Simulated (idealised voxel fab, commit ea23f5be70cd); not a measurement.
The name of this process module is voxel gate over fins.
FYI the section here is cut, 295 nm wide, cells are 5 nm squares.
Reading order for cross-sections: top band down to bottom band. Underlying form: a grid of square cells. Band size: one or more rows of cells. Read a band's entry like this: the first values are the height of its top and the height of its bottom in nm, and what follows is the sequence of materials from left to right, each with its width in nm. Note that "blank" is empty space, and that a single material marked "everywhere" reaches across the band from edge to edge. We count height from 0. Below that, the starting wafer is all one material. The lowest band never ends at the bottom but goes on down; see "top 0, no bottom" for how that is written. Width "30..40": first value at the band's top row of cells, second value at its bottom row, equal change from row to row. Take "changes: none" at face value: in the step it is given for, the cross-section changed in none of its cells. Basically, "Enclosed void inventory" tells you about the enclosed voids: empty spaces with no open way to the top, 8 cells or bigger, each written width x height at distance, where distance is from the left edge, all in nm. Note: text after step settings on the step line = simulator remark on that step. "overlay nm" on a masked step: distance the mask lay right of its planned place, negative for left.

[The following list gives the planned process steps]
1,RECEIVE with material Si
2,CONFORMAL_DEP with material SiN, thk nm 10
3,DIRECTIONAL_DEP with material aC, thk nm 15
4,PATTERN with tone cover, mask id FINS, material resist, width nm 15, pitch nm 60, thk nm 30, overlay nm 0
5,DIRECTIONAL_ETCH with etch materials aC, depth nm 15
6,STRIP with etch materials resist
7,DIRECTIONAL_ETCH with etch materials SiN, depth nm 10
8,DIRECTIONAL_ETCH with etch materials Si, depth nm 35
9,STRIP with etch materials aC
10,FILL_DEP with material SiO2, thk nm 15
11,CMP with height nm 10
12,DIRECTIONAL_DEP with material aC, thk nm 15
13,PATTERN with tone open, mask id RAIL, material resist, width nm 15, thk nm 30, overlay nm 0
14,DIRECTIONAL_ETCH with etch materials aC, depth nm 15
15,STRIP with etch materials resist
16,DIRECTIONAL_ETCH with etch materials SiO2, depth nm 40
17,STRIP with etch materials aC
18,CONFORMAL_DEP with material TiN, thk nm 5
19,FILL_DEP with material W, thk nm 10
20,CMP with height nm 10
21,SELECTIVE_ETCH with etch materials W Ru TiN, depth nm 25
22,FILL_DEP with material SiO2, thk nm 5
23,CMP with height nm 10
24,SELECTIVE_ETCH with etch materials SiO2, depth nm 20
25,STRIP with etch materials SiN
26,CONFORMAL_DEP with material HfO2, thk nm 5
27,CONFORMAL_DEP with material TiN, thk nm 5
28,CONFORMAL_DEP with material TiAl, thk nm 5
29,CONFORMAL_DEP with material TiN, thk nm 5
30,FILL_DEP with material W, thk nm 10
31,CMP with height nm 25
32,CONFORMAL_DEP with material SiCN, thk nm 5

[The following pertains to the first of two wafers, which was processed as planned]

[This is the cross-section of the wafer as we received it, i.e. after step 1]
    top 0, no bottom | Si everywhere
    Enclosed void inventory: none

[The wafer, seen in cross-section, after step 2]
    top 10, bottom 0 | SiN everywhere
    Under the height 0 nothing was changed.

[The wafer, seen in cross-section, after step 3]
    top 25, bottom 10 | aC everywhere
    Under the height 10 nothing was changed.

[The wafer, seen in cross-section, after step 4]
    top 55, bottom 25 | blank (110); resist (15); blank (45); resist (15); blank (110)
    Under the height 25 nothing was changed.

[The wafer, seen in cross-section, after step 5]
    top 40, bottom 25 | blank (110); resist (15); blank (45); resist (15); blank (110)
    top 25, bottom 10 | blank (110); aC (15); blank (45); aC (15); blank (110)
    Under the height 10 nothing was changed.

[The wafer, seen in cross-section, after step 6]
    top 25, bottom 10 | blank (110); aC (15); blank (45); aC (15); blank (110)
    Under the height 10 nothing was changed.

[The wafer, seen in cross-section, after step 7]
    top 25, bottom 10 | blank (110); aC (15); blank (45); aC (15); blank (110)
    top 10, bottom 0 | blank (110); SiN (15); blank (45); SiN (15); blank (110)
    Under the height 0 nothing was changed.

[The wafer, seen in cross-section, after step 8]
    top 25, bottom 10 | blank (110); aC (15); blank (45); aC (15); blank (110)
    top 10, bottom 0 | blank (110); SiN (15); blank (45); SiN (15); blank (110)
    top 0, bottom -35 | blank (110); Si (15); blank (45); Si (15); blank (110)
    Under the height -35 nothing was changed.

[The wafer, seen in cross-section, after step 9]
    top 10, bottom 0 | blank (110); SiN (15); blank (45); SiN (15); blank (110)
    Under the height 0 nothing was changed.

[The wafer, seen in cross-section, after step 10]
    top 25, bottom 10 | SiO2 everywhere
    top 10, bottom 0 | SiO2 (110); SiN (15); SiO2 (45); SiN (15); SiO2 (110)
    top 0, bottom -35 | SiO2 (110); Si (15); SiO2 (45); Si (15); SiO2 (110)
    Under the height -35 nothing was changed.

[The wafer, seen in cross-section, after step 11]
    top 10, bottom 0 | SiO2 (110); SiN (15); SiO2 (45); SiN (15); SiO2 (110)
    Under the height 0 nothing was changed.

[The wafer, seen in cross-section, after step 12]
    top 25, bottom 10 | aC everywhere
    Under the height 10 nothing was changed.

[The wafer, seen in cross-section, after step 13]
    top 55, bottom 25 | resist (140); blank (15); resist (140)
    Under the height 25 nothing was changed.

[The wafer, seen in cross-section, after step 14]
    top 40, bottom 25 | resist (140); blank (15); resist (140)
    top 25, bottom 10 | aC (140); blank (15); aC (140)
    Under the height 10 nothing was changed.

[The wafer, seen in cross-section, after step 15]
    top 25, bottom 10 | aC (140); blank (15); aC (140)
    Under the height 10 nothing was changed.

[The wafer, seen in cross-section, after step 16]
    top 25, bottom 10 | aC (140); blank (15); aC (140)
    top 10, bottom 0 | SiO2 (110); SiN (15); SiO2 (15); blank (15); SiO2 (15); SiN (15); SiO2 (110)
    top 0, bottom -30 | SiO2 (110); Si (15); SiO2 (15); blank (15); SiO2 (15); Si (15); SiO2 (110)
    Under the height -30 nothing was changed.

[The wafer, seen in cross-section, after step 17]
    top 10, bottom 0 | SiO2 (110); SiN (15); SiO2 (15); blank (15); SiO2 (15); SiN (15); SiO2 (110)
    Under the height 0 nothing was changed.

[The wafer, seen in cross-section, after step 18]
    top 15, bottom 10 | TiN (145); blank (5); TiN (145)
    top 10, bottom 0 | SiO2 (110); SiN (15); SiO2 (15); TiN (5); blank (5); TiN (5); SiO2 (15); SiN (15); SiO2 (110)
    top 0, bottom -25 | SiO2 (110); Si (15); SiO2 (15); TiN (5); blank (5); TiN (5); SiO2 (15); Si (15); SiO2 (110)
    top -25, bottom -30 | SiO2 (110); Si (15); SiO2 (15); TiN (15); SiO2 (15); Si (15); SiO2 (110)
    Under the height -30 nothing was changed.

[The wafer, seen in cross-section, after step 19]
    top 25, bottom 15 | W everywhere
    top 15, bottom 10 | TiN (145); W (5); TiN (145)
    top 10, bottom 0 | SiO2 (110); SiN (15); SiO2 (15); TiN (5); W (5); TiN (5); SiO2 (15); SiN (15); SiO2 (110)
    top 0, bottom -25 | SiO2 (110); Si (15); SiO2 (15); TiN (5); W (5); TiN (5); SiO2 (15); Si (15); SiO2 (110)
    Under the height -25 nothing was changed.

[The wafer, seen in cross-section, after step 20]
    top 10, bottom 0 | SiO2 (110); SiN (15); SiO2 (15); TiN (5); W (5); TiN (5); SiO2 (15); SiN (15); SiO2 (110)
    Under the height 0 nothing was changed.

[The wafer, seen in cross-section, after step 21]
    top 10, bottom 0 | SiO2 (110); SiN (15); SiO2 (15); blank (15); SiO2 (15); SiN (15); SiO2 (110)
    top 0, bottom -15 | SiO2 (110); Si (15); SiO2 (15); blank (15); SiO2 (15); Si (15); SiO2 (110)
    Under the height -15 nothing was changed.

[The wafer, seen in cross-section, after step 22]
    top 15, bottom 10 | SiO2 everywhere
    top 10, bottom 0 | SiO2 (110); SiN (15); SiO2 (45); SiN (15); SiO2 (110)
    top 0, bottom -15 | SiO2 (110); Si (15); SiO2 (45); Si (15); SiO2 (110)
    Under the height -15 nothing was changed.

[The wafer, seen in cross-section, after step 23]
    top 10, bottom 0 | SiO2 (110); SiN (15); SiO2 (45); SiN (15); SiO2 (110)
    Under the height 0 nothing was changed.

[The wafer, seen in cross-section, after step 24]
    top 10, bottom 0 | blank (110); SiN (15); blank (45); SiN (15); blank (110)
    top 0, bottom -10 | blank (110); Si (15); blank (45); Si (15); blank (110)
    Under the height -10 nothing was changed.

[The wafer, seen in cross-section, after step 25]
    top 0, bottom -10 | blank (110); Si (15); blank (45); Si (15); blank (110)
    Under the height -10 nothing was changed.

[The wafer, seen in cross-section, after step 26]
    top 5, bottom 0 | blank (105); HfO2 (25); blank (35); HfO2 (25); blank (105)
    top 0, bottom -5 | blank (105); HfO2 (5); Si (15); HfO2 (5); blank (35); HfO2 (5); Si (15); HfO2 (5); blank (105)
    top -5, bottom -10 | HfO2 (110); Si (15); HfO2 (45); Si (15); HfO2 (110)
    Under the height -10 nothing was changed.

[The wafer, seen in cross-section, after step 27]
    top 10, bottom 5 | blank (100); TiN (35); blank (25); TiN (35); blank (100)
    top 5, bottom 0 | blank (100); TiN (5); HfO2 (25); TiN (5); blank (25); TiN (5); HfO2 (25); TiN (5); blank (100)
    top 0, bottom -5 | TiN (105); HfO2 (5); Si (15); HfO2 (5); TiN (35); HfO2 (5); Si (15); HfO2 (5); TiN (105)
    Under the height -5 nothing was changed.

[The wafer, seen in cross-section, after step 28]
    top 15, bottom 10 | blank (95); TiAl (45); blank (15); TiAl (45); blank (95)
    top 10, bottom 5 | blank (95); TiAl (5); TiN (35); TiAl (5); blank (15); TiAl (5); TiN (35); TiAl (5); blank (95)
    top 5, bottom 0 | TiAl (100); TiN (5); HfO2 (25); TiN (5); TiAl (25); TiN (5); HfO2 (25); TiN (5); TiAl (100)
    Under the height 0 nothing was changed.

[The wafer, seen in cross-section, after step 29]
    top 20, bottom 15 | blank (90); TiN (55); blank (5); TiN (55); blank (90)
    top 15, bottom 10 | blank (90); TiN (5); TiAl (45); TiN (5); blank (5); TiN (5); TiAl (45); TiN (5); blank (90)
    top 10, bottom 5 | TiN (95); TiAl (5); TiN (35); TiAl (5); TiN (15); TiAl (5); TiN (35); TiAl (5); TiN (95)
    Under the height 5 nothing was changed.

[The wafer, seen in cross-section, after step 30]
    top 30, bottom 20 | W everywhere
    top 20, bottom 15 | W (90); TiN (55); W (5); TiN (55); W (90)
    top 15, bottom 10 | W (90); TiN (5); TiAl (45); TiN (5); W (5); TiN (5); TiAl (45); TiN (5); W (90)
    Under the height 10 nothing was changed.

[The wafer, seen in cross-section, after step 31]
    top 25, bottom 20 | W everywhere
    Under the height 20 nothing was changed.

[The wafer, seen in cross-section, after step 32]
    top 30, bottom 25 | SiCN everywhere
    Under the height 25 nothing was changed.

[Regarding the second of the two wafers: it shared the first wafer's starting condition and process plan, yet one error occurred during its execution. Its history coincides with that of the first wafer up to and including step 3]

[The second wafer in cross-section, at the planned close of step 4]
    top 55, bottom 25 | blank (115); resist (15); blank (45); resist (15); blank (105)
    Under the height 25 nothing was changed.

[The second wafer in cross-section, at the planned close of step 5]
    top 40, bottom 25 | blank (115); resist (15); blank (45); resist (15); blank (105)
    top 25, bottom 10 | blank (115); aC (15); blank (45); aC (15); blank (105)
    Under the height 10 nothing was changed.

[The second wafer in cross-section, at the planned close of step 6]
    top 25, bottom 10 | blank (115); aC (15); blank (45); aC (15); blank (105)
    Under the height 10 nothing was changed.

[The second wafer in cross-section, at the planned close of step 7]
    top 25, bottom 10 | blank (115); aC (15); blank (45); aC (15); blank (105)
    top 10, bottom 0 | blank (115); SiN (15); blank (45); SiN (15); blank (105)
    Under the height 0 nothing was changed.

[The second wafer in cross-section, at the planned close of step 8]
    top 25, bottom 10 | blank (115); aC (15); blank (45); aC (15); blank (105)
    top 10, bottom 0 | blank (115); SiN (15); blank (45); SiN (15); blank (105)
    top 0, bottom -35 | blank (115); Si (15); blank (45); Si (15); blank (105)
    Under the height -35 nothing was changed.

[The second wafer in cross-section, at the planned close of step 9]
    top 10, bottom 0 | blank (115); SiN (15); blank (45); SiN (15); blank (105)
    Under the height 0 nothing was changed.

[The second wafer in cross-section, at the planned close of step 10]
    top 25, bottom 10 | SiO2 everywhere
    top 10, bottom 0 | SiO2 (115); SiN (15); SiO2 (45); SiN (15); SiO2 (105)
    top 0, bottom -35 | SiO2 (115); Si (15); SiO2 (45); Si (15); SiO2 (105)
    Under the height -35 nothing was changed.

[The second wafer in cross-section, at the planned close of step 11]
    top 10, bottom 0 | SiO2 (115); SiN (15); SiO2 (45); SiN (15); SiO2 (105)
    Under the height 0 nothing was changed.

[The second wafer in cross-section, at the planned close of step 12]
    top 25, bottom 10 | aC everywhere
    Under the height 10 nothing was changed.

[The second wafer in cross-section, at the planned close of step 13]
    top 55, bottom 25 | resist (140); blank (15); resist (140)
    Under the height 25 nothing was changed.

[The second wafer in cross-section, at the planned close of step 14]
    top 40, bottom 25 | resist (140); blank (15); resist (140)
    top 25, bottom 10 | aC (140); blank (15); aC (140)
    Under the height 10 nothing was changed.

[The second wafer in cross-section, at the planned close of step 15]
    top 25, bottom 10 | aC (140); blank (15); aC (140)
    Under the height 10 nothing was changed.

[The second wafer in cross-section, at the planned close of step 16]
    top 25, bottom 10 | aC (140); blank (15); aC (140)
    top 10, bottom 0 | SiO2 (115); SiN (15); SiO2 (10); blank (15); SiO2 (20); SiN (15); SiO2 (105)
    top 0, bottom -30 | SiO2 (115); Si (15); SiO2 (10); blank (15); SiO2 (20); Si (15); SiO2 (105)
    Under the height -30 nothing was changed.

[The second wafer in cross-section, at the planned close of step 17]
    top 10, bottom 0 | SiO2 (115); SiN (15); SiO2 (10); blank (15); SiO2 (20); SiN (15); SiO2 (105)
    Under the height 0 nothing was changed.

[The second wafer in cross-section, at the planned close of step 18]
    top 15, bottom 10 | TiN (145); blank (5); TiN (145)
    top 10, bottom 0 | SiO2 (115); SiN (15); SiO2 (10); TiN (5); blank (5); TiN (5); SiO2 (20); SiN (15); SiO2 (105)
    top 0, bottom -25 | SiO2 (115); Si (15); SiO2 (10); TiN (5); blank (5); TiN (5); SiO2 (20); Si (15); SiO2 (105)
    top -25, bottom -30 | SiO2 (115); Si (15); SiO2 (10); TiN (15); SiO2 (20); Si (15); SiO2 (105)
    Under the height -30 nothing was changed.

[The second wafer in cross-section, at the planned close of step 19]
    top 25, bottom 15 | W everywhere
    top 15, bottom 10 | TiN (145); W (5); TiN (145)
    top 10, bottom 0 | SiO2 (115); SiN (15); SiO2 (10); TiN (5); W (5); TiN (5); SiO2 (20); SiN (15); SiO2 (105)
    top 0, bottom -25 | SiO2 (115); Si (15); SiO2 (10); TiN (5); W (5); TiN (5); SiO2 (20); Si (15); SiO2 (105)
    Under the height -25 nothing was changed.

[The second wafer in cross-section, at the planned close of step 20]
    top 10, bottom 0 | SiO2 (115); SiN (15); SiO2 (10); TiN (5); W (5); TiN (5); SiO2 (20); SiN (15); SiO2 (105)
    Under the height 0 nothing was changed.

[The second wafer in cross-section, at the planned close of step 21]
    top 10, bottom 0 | SiO2 (115); SiN (15); SiO2 (10); blank (15); SiO2 (20); SiN (15); SiO2 (105)
    top 0, bottom -15 | SiO2 (115); Si (15); SiO2 (10); blank (15); SiO2 (20); Si (15); SiO2 (105)
    Under the height -15 nothing was changed.

[The second wafer in cross-section, at the planned close of step 22]
    top 15, bottom 10 | SiO2 everywhere
    top 10, bottom 0 | SiO2 (115); SiN (15); SiO2 (45); SiN (15); SiO2 (105)
    top 0, bottom -15 | SiO2 (115); Si (15); SiO2 (45); Si (15); SiO2 (105)
    Under the height -15 nothing was changed.

[The second wafer in cross-section, at the planned close of step 23]
    top 10, bottom 0 | SiO2 (115); SiN (15); SiO2 (45); SiN (15); SiO2 (105)
    Under the height 0 nothing was changed.

[The second wafer in cross-section, at the planned close of step 24]
    top 10, bottom 0 | blank (115); SiN (15); blank (45); SiN (15); blank (105)
    top 0, bottom -10 | blank (115); Si (15); blank (45); Si (15); blank (105)
    Under the height -10 nothing was changed.

[The second wafer in cross-section, at the planned close of step 25]
    top 0, bottom -10 | blank (115); Si (15); blank (45); Si (15); blank (105)
    Under the height -10 nothing was changed.

[The second wafer in cross-section, at the planned close of step 26]
    top 5, bottom 0 | blank (110); HfO2 (25); blank (35); HfO2 (25); blank (100)
    top 0, bottom -5 | blank (110); HfO2 (5); Si (15); HfO2 (5); blank (35); HfO2 (5); Si (15); HfO2 (5); blank (100)
    top -5, bottom -10 | HfO2 (115); Si (15); HfO2 (45); Si (15); HfO2 (105)
    Under the height -10 nothing was changed.

[The second wafer in cross-section, at the planned close of step 27]
    top 10, bottom 5 | blank (105); TiN (35); blank (25); TiN (35); blank (95)
    top 5, bottom 0 | blank (105); TiN (5); HfO2 (25); TiN (5); blank (25); TiN (5); HfO2 (25); TiN (5); blank (95)
    top 0, bottom -5 | TiN (110); HfO2 (5); Si (15); HfO2 (5); TiN (35); HfO2 (5); Si (15); HfO2 (5); TiN (100)
    Under the height -5 nothing was changed.

[The second wafer in cross-section, at the planned close of step 28]
    top 15, bottom 10 | blank (100); TiAl (45); blank (15); TiAl (45); blank (90)
    top 10, bottom 5 | blank (100); TiAl (5); TiN (35); TiAl (5); blank (15); TiAl (5); TiN (35); TiAl (5); blank (90)
    top 5, bottom 0 | TiAl (105); TiN (5); HfO2 (25); TiN (5); TiAl (25); TiN (5); HfO2 (25); TiN (5); TiAl (95)
    Under the height 0 nothing was changed.

[The second wafer in cross-section, at the planned close of step 29]
    top 20, bottom 15 | blank (95); TiN (55); blank (5); TiN (55); blank (85)
    top 15, bottom 10 | blank (95); TiN (5); TiAl (45); TiN (5); blank (5); TiN (5); TiAl (45); TiN (5); blank (85)
    top 10, bottom 5 | TiN (100); TiAl (5); TiN (35); TiAl (5); TiN (15); TiAl (5); TiN (35); TiAl (5); TiN (90)
    Under the height 5 nothing was changed.

[The second wafer in cross-section, at the planned close of step 30]
    top 30, bottom 20 | W everywhere
    top 20, bottom 15 | W (95); TiN (55); W (5); TiN (55); W (85)
    top 15, bottom 10 | W (95); TiN (5); TiAl (45); TiN (5); W (5); TiN (5); TiAl (45); TiN (5); W (85)
    Under the height 10 nothing was changed.

[The second wafer in cross-section, at the planned close of step 31]
    top 25, bottom 20 | W everywhere
    Under the height 20 nothing was changed.

[The second wafer in cross-section, at the planned close of step 32]
    top 30, bottom 25 | SiCN everywhere
    Under the height 25 nothing was changed.
Error vs. plan: step 4 off recipe, ran as PATTERN with tone cover, mask id FINS, material resist, width nm 15, pitch nm 60, thk nm 30, overlay nm 5
If you tally the cells, the second wafer ends up with the same amount of every material as the first; it's all just sitting in different places.
